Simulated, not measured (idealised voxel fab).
Name of the process module below: voxel transistor to metal
Cross-section cut spans 250 nm and uses square cells 5 nm in size.
Throughout this document, each cross-section is represented as a grid of square cells and is presented as a sequence of bands enumerated from the top downward, where a band comprises one or more rows of cells.
For a band, the entry starts with two heights in nm, that of the top and then that of the bottom, and carries on with the band's materials in order from left to right, each alongside its width in nm; the word "all across" beside a single material means it fills the band edge to edge, and "empty" means empty space.
Height reference: 0 = level under which incoming wafer is all one material. Lowest band: no bottom, runs on downward, e.g. "z 0 and below".
Per-row width for "30->40": begins at first number (top row of band), ends at second number (bottom row), increment between rows held constant.
No cell of the cross-section changed in a step that is given as "nothing different".
Empty spaces counting at least 8 cells and having no open way to the top are listed in "Enclosed void list". The notation width x height at distance is used for each, the distance being from the left edge and all three values in nm.
Heads up: the bit after the settings on a step's line is the simulator's remark on that step.
You can add "overlay nm" to a step's line. For a step with a mask, it describes how far the mask lay to the right of its planned position, and a negative number describes a lay to the left.
[Here's what the planned process steps look like]
- 1: RECEIVE,material Si
- 2: OXIDIZE,depth nm 5
- 3: CONFORMAL_DEP,material SiN,thk nm 15
- 4: PATTERN,tone cover,mask id ACTIVE,material resist,width nm 100,pitch nm 120,thk nm 15,overlay nm 0
- 5: DIRECTIONAL_ETCH,etch materials SiN,depth nm 15
- 6: DIRECTIONAL_ETCH,etch materials SiO2,depth nm 5
- 7: DIRECTIONAL_ETCH,etch materials Si,depth nm 35
- 8: STRIP,etch materials resist
- 9: OXIDIZE,depth nm 5
- 10: FILL_DEP,material SiO2,thk nm 5
- 11: CMP,height nm 15
- 12: SELECTIVE_ETCH,etch materials SiO2,depth nm 15
- 13: STRIP,etch materials SiN
- 14: SELECTIVE_ETCH,etch materials SiO2,depth nm 5
- 15: OXIDIZE,depth nm 5
- 16: DIRECTIONAL_DEP,material polySi,thk nm 30
- 17: DIRECTIONAL_DEP,material SiCN,thk nm 10
- 18: MASKED_ETCH,tone cover,mask id GATE,width nm 20,pitch nm 120,etch materials SiCN,depth nm 20,overlay nm 0
- 19: MASKED_ETCH,tone cover,mask id GATE,width nm 20,pitch nm 120,etch materials polySi,depth nm 40,overlay nm 0
- 20: CONFORMAL_DEP,material SiO2,thk nm 5
- 21: DIRECTIONAL_ETCH,etch materials SiO2,depth nm 5
- 22: CONFORMAL_DEP,material SiN,thk nm 5
- 23: DIRECTIONAL_ETCH,etch materials SiN,depth nm 5
- 24: DIRECTIONAL_ETCH,etch materials SiO2,depth nm 5
- 25: DIRECTIONAL_ETCH,etch materials Si,depth nm 15
- 26: EPI,material pSi,thk nm 15
- 27: FILL_DEP,material SiO2,thk nm 10
- 28: CMP,height nm 35
- 29: DIRECTIONAL_DEP,material SiO2,thk nm 15
- 30: MASKED_ETCH,tone open,mask id CONTACT,width nm 20,etch materials SiO2,depth nm 60,overlay nm 0
- 31: CONFORMAL_DEP,material TiN,thk nm 5
- 32: FILL_DEP,material Ru,thk nm 10
- 33: CMP,height nm 50
- 34: CONFORMAL_DEP,material SiN,thk nm 5
- 35: DIRECTIONAL_DEP,material lowk,thk nm 25
- 36: DIRECTIONAL_DEP,material aC,thk nm 10
- 37: PATTERN,tone open,mask id METAL_1,material resist,width nm 20,thk nm 25,overlay nm 0
- 38: DIRECTIONAL_ETCH,etch materials aC,depth nm 10
- 39: STRIP,etch materials resist
- 40: DIRECTIONAL_ETCH,etch materials lowk,depth nm 25
- 41: DIRECTIONAL_ETCH,etch materials SiN,depth nm 5
- 42: STRIP,etch materials aC
- 43: CONFORMAL_DEP,material TiN,thk nm 5
- 44: FILL_DEP,material Cu,thk nm 5
- 45: CMP,height nm 80
- 46: CONFORMAL_DEP,material SiCN,thk nm 5
- 47: DIRECTIONAL_DEP,material lowk,thk nm 25
- 48: PATTERN,tone open,mask id METAL_2,material resist,width nm 20,pitch nm 120,thk nm 20,overlay nm 0
- 49: DIRECTIONAL_ETCH,etch materials lowk,depth nm 15
- 50: STRIP,etch materials resist
- 51: PATTERN,tone open,mask id METAL_2_HOLES,material resist,width nm 15,pitch nm 120,thk nm 20,overlay nm 0
- 52: DIRECTIONAL_ETCH,etch materials lowk,depth nm 10
- 53: DIRECTIONAL_ETCH,etch materials SiCN,depth nm 5
- 54: STRIP,etch materials resist
- 55: CONFORMAL_DEP,material TiN,thk nm 5
- 56: FILL_DEP,material Cu,thk nm 10
- 57: CMP,height nm 110
- 58: CONFORMAL_DEP,material SiN,thk nm 5
[Cross-section of the incoming wafer, state after step 1]
> z 0 and below  Si all across
> Enclosed void list: none
[Looking at the first of two wafers in cross-section at end of module - ran to plan]
> z 115 to 110  SiN all across
> z 110 to 100  20 of lowk; 5 of TiN; 10 of Cu; 5 of TiN; 100 of lowk; 5 of TiN; 10 of Cu; 5 of TiN; 90 of lowk
> z 100 to 95  20 of lowk; 5 of TiN; 5 of Cu; 10 of TiN; 100 of lowk; 5 of TiN; 5 of Cu; 10 of TiN; 90 of lowk
> z 95 to 85  20 of lowk; 5 of TiN; 5 of Cu; 5 of TiN; 105 of lowk; 5 of TiN; 5 of Cu; 5 of TiN; 95 of lowk
> z 85 to 80  20 of SiCN; 15 of TiN; 105 of SiCN; 15 of TiN; 95 of SiCN
> z 80 to 55  20 of lowk; 5 of TiN; 10 of Cu; 5 of TiN; 50 of lowk; 5 of TiN; 10 of Cu; 5 of TiN; 30 of lowk; 5 of TiN; 10 of Cu; 5 of TiN; 50 of lowk; 5 of TiN; 10 of Cu; 5 of TiN; 20 of lowk
> z 55 to 50  20 of SiN; 20 of TiN; 50 of SiN; 20 of TiN; 30 of SiN; 20 of TiN; 50 of SiN; 20 of TiN; 20 of SiN
> z 50 to 35  20 of SiO2; 5 of TiN; 10 of Ru; 5 of TiN; 50 of SiO2; 5 of TiN; 10 of Ru; 5 of TiN; 30 of SiO2; 5 of TiN; 10 of Ru; 5 of TiN; 50 of SiO2; 5 of TiN; 10 of Ru; 5 of TiN; 20 of SiO2
> z 35 to 25  20 of SiO2; 5 of TiN; 10 of Ru; 5 of TiN; 5 of SiO2; 5 of SiN; 5 of SiO2; 20 of SiCN; 5 of SiO2; 5 of SiN; 5 of SiO2; 5 of TiN; 10 of Ru; 5 of TiN; 30 of SiO2; 5 of TiN; 10 of Ru; 5 of TiN; 5 of SiO2; 5 of SiN; 5 of SiO2; 20 of SiCN; 5 of SiO2; 5 of SiN; 5 of SiO2; 5 of TiN; 10 of Ru; 5 of TiN; 20 of SiO2
> z 25 to 10  20 of SiO2; 5 of TiN; 10 of Ru; 5 of TiN; 5 of SiO2; 5 of SiN; 5 of SiO2; 20 of polySi; 5 of SiO2; 5 of SiN; 5 of SiO2; 5 of TiN; 10 of Ru; 5 of TiN; 30 of SiO2; 5 of TiN; 10 of Ru; 5 of TiN; 5 of SiO2; 5 of SiN; 5 of SiO2; 20 of polySi; 5 of SiO2; 5 of SiN; 5 of SiO2; 5 of TiN; 10 of Ru; 5 of TiN; 20 of SiO2
> z 10 to 5  20 of SiO2; 20 of TiN; 5 of SiO2; 5 of SiN; 5 of SiO2; 20 of polySi; 5 of SiO2; 5 of SiN; 5 of SiO2; 20 of TiN; 30 of SiO2; 20 of TiN; 5 of SiO2; 5 of SiN; 5 of SiO2; 20 of polySi; 5 of SiO2; 5 of SiN; 5 of SiO2; 20 of TiN; 20 of SiO2
> z 5 to -5  20 of SiO2; 10 of TiN; 15 of pSi; 5 of SiN; 5 of SiO2; 20 of polySi; 5 of SiO2; 5 of SiN; 15 of pSi; 10 of TiN; 30 of SiO2; 10 of TiN; 15 of pSi; 5 of SiN; 5 of SiO2; 20 of polySi; 5 of SiO2; 5 of SiN; 15 of pSi; 10 of TiN; 20 of SiO2
> z -5 to -10  20 of SiO2; 10 of TiN; 15 of pSi; 40 of SiO2; 15 of pSi; 10 of TiN; 30 of SiO2; 10 of TiN; 15 of pSi; 40 of SiO2; 15 of pSi; 10 of TiN; 20 of SiO2
> z -10 to -25  20 of SiO2; 25 of pSi; 40 of Si; 25 of pSi; 30 of SiO2; 25 of pSi; 40 of Si; 25 of pSi; 20 of SiO2
> z -25 to -45  20 of SiO2; 90 of Si; 30 of SiO2; 90 of Si; 20 of SiO2
> z -45 and below  Si all across
> Enclosed void list: none
[Wafer two, sectioned after the module: the first wafer's start, the first wafer's plan, and one mistake in how it was run]
> z 115 to 110  SiN all across
> z 110 to 85  lowk all across
> z 85 to 80  SiCN all across
> z 80 to 55  20 of lowk; 5 of TiN; 10 of Cu; 5 of TiN; 50 of lowk; 5 of TiN; 10 of Cu; 5 of TiN; 30 of lowk; 5 of TiN; 10 of Cu; 5 of TiN; 50 of lowk; 5 of TiN; 10 of Cu; 5 of TiN; 20 of lowk
> z 55 to 50  20 of SiN; 20 of TiN; 50 of SiN; 20 of TiN; 30 of SiN; 20 of TiN; 50 of SiN; 20 of TiN; 20 of SiN
> z 50 to 35  20 of SiO2; 5 of TiN; 10 of Ru; 5 of TiN; 50 of SiO2; 5 of TiN; 10 of Ru; 5 of TiN; 30 of SiO2; 5 of TiN; 10 of Ru; 5 of TiN; 50 of SiO2; 5 of TiN; 10 of Ru; 5 of TiN; 20 of SiO2
> z 35 to 25  20 of SiO2; 5 of TiN; 10 of Ru; 5 of TiN; 5 of SiO2; 5 of SiN; 5 of SiO2; 20 of SiCN; 5 of SiO2; 5 of SiN; 5 of SiO2; 5 of TiN; 10 of Ru; 5 of TiN; 30 of SiO2; 5 of TiN; 10 of Ru; 5 of TiN; 5 of SiO2; 5 of SiN; 5 of SiO2; 20 of SiCN; 5 of SiO2; 5 of SiN; 5 of SiO2; 5 of TiN; 10 of Ru; 5 of TiN; 20 of SiO2
> z 25 to 10  20 of SiO2; 5 of TiN; 10 of Ru; 5 of TiN; 5 of SiO2; 5 of SiN; 5 of SiO2; 20 of polySi; 5 of SiO2; 5 of SiN; 5 of SiO2; 5 of TiN; 10 of Ru; 5 of TiN; 30 of SiO2; 5 of TiN; 10 of Ru; 5 of TiN; 5 of SiO2; 5 of SiN; 5 of SiO2; 20 of polySi; 5 of SiO2; 5 of SiN; 5 of SiO2; 5 of TiN; 10 of Ru; 5 of TiN; 20 of SiO2
> z 10 to 5  20 of SiO2; 20 of TiN; 5 of SiO2; 5 of SiN; 5 of SiO2; 20 of polySi; 5 of SiO2; 5 of SiN; 5 of SiO2; 20 of TiN; 30 of SiO2; 20 of TiN; 5 of SiO2; 5 of SiN; 5 of SiO2; 20 of polySi; 5 of SiO2; 5 of SiN; 5 of SiO2; 20 of TiN; 20 of SiO2
> z 5 to -5  20 of SiO2; 10 of TiN; 15 of pSi; 5 of SiN; 5 of SiO2; 20 of polySi; 5 of SiO2; 5 of SiN; 15 of pSi; 10 of TiN; 30 of SiO2; 10 of TiN; 15 of pSi; 5 of SiN; 5 of SiO2; 20 of polySi; 5 of SiO2; 5 of SiN; 15 of pSi; 10 of TiN; 20 of SiO2
> z -5 to -10  20 of SiO2; 10 of TiN; 15 of pSi; 40 of SiO2; 15 of pSi; 10 of TiN; 30 of SiO2; 10 of TiN; 15 of pSi; 40 of SiO2; 15 of pSi; 10 of TiN; 20 of SiO2
> z -10 to -25  20 of SiO2; 25 of pSi; 40 of Si; 25 of pSi; 30 of SiO2; 25 of pSi; 40 of Si; 25 of pSi; 20 of SiO2
> z -25 to -45  20 of SiO2; 90 of Si; 30 of SiO2; 90 of Si; 20 of SiO2
> z -45 and below  Si all across
> Enclosed void list: none
Which mistake was made when the wafer was run? step 47 of the plan was performed twice
Counted in cells at the end, the second wafer holds more or fewer of these materials than the first: Cu: 14 fewer, SiCN: 6 more, TiN: 28 fewer, lowk: 36 more
